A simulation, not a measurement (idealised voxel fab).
Process module name: voxel spacer lines
Section shown: cut. Width: 250 nm. Cell size: 5 nm, square.
Square cells in a grid make up a cross-section in this document, and the grid is given as bands, listed from the top down, each one or more rows of cells. Heads up on the band format: heights come first, top then bottom, in nm. After that it's the materials left to right, each with its width in nm. A single material flagged "throughout" fills the whole band edge to edge, and "air" means there's empty space there. Heads up on the height convention: 0 is the point under which the incoming wafer is all one material, and the lowest band has no bottom, it just keeps going down, like "0..down". Think of "30->40" as a width that walks from the first number to the second as you go down the band, top row to bottom row, taking equal-sized steps from row to row. "stayed the same" (step): cross-section cells unchanged, all of them. Encapsulated voids: empty space of 8 cells or more with no open way to the top, each as width x height at its distance from the left edge, in nm. Note: text after step settings on the step line = simulator remark on that step. Regarding "overlay nm": on a step with a mask, it is the distance the mask lay to the right of its planned place; a negative value places it to the left.
-- Planned step list for the process
- 1: RECEIVE [material Si]
- 2: CONFORMAL_DEP [material Al2O3] [thk nm 5]
- 3: DIRECTIONAL_DEP [material SiN] [thk nm 15]
- 4: DIRECTIONAL_DEP [material aC] [thk nm 30]
- 5: PATTERN [tone cover] [mask id MANDREL] [material resist] [width nm 15] [pitch nm 70] [thk nm 35] [overlay nm 0]
- 6: DIRECTIONAL_ETCH [etch materials aC] [depth nm 30]
- 7: STRIP [etch materials resist]
- 8: CONFORMAL_DEP [material SiO2] [thk nm 10]
- 9: DIRECTIONAL_ETCH [etch materials SiO2] [depth nm 10]
- 10: STRIP [etch materials aC]
- 11: DIRECTIONAL_ETCH [etch materials SiN] [depth nm 15]
- 12: STRIP [etch materials SiO2]
For this document, wafers share an identical start and vary in the step 5 width nm; the plan quotes the first wafer's value.
-- This is how the first of several wafers looked in cross-section when it arrived, which is after step 1
0..down  Si throughout
Encapsulated voids: none
-- Take a look at the first of several wafers in cross-section: the module is done, and step 12 was its last step
20..5  air 35; SiN 10; air 15; SiN 10; air 35; SiN 10; air 15; SiN 10; air 35; SiN 10; air 15; SiN 10; air 40
5..0  Al2O3 throughout
0..down  Si throughout
Encapsulated voids: none
-- Last wafer of the set, cross-sectioned at end of module
20..5  air 25; SiN 10; air 40; SiN 10; air 10; SiN 10; air 40; SiN 10; air 10; SiN 10; air 40; SiN 10; air 25
5..0  Al2O3 throughout
0..down  Si throughout
Encapsulated voids: none
-- End of module, by wafer: material-by-material cell gain (+) or loss (-) since receipt, then closed voids
width nm 15, +50 Al2O3, +36 SiN, Encapsulated voids: none
width nm 20, +50 Al2O3, +36 SiN, Encapsulated voids: none
width nm 25, +50 Al2O3, +36 SiN, Encapsulated voids: none
width nm 30, +50 Al2O3, +36 SiN, Encapsulated voids: none
width nm 35, +50 Al2O3, +36 SiN, Encapsulated voids: none
width nm 40, +50 Al2O3, +36 SiN, Encapsulated voids: none
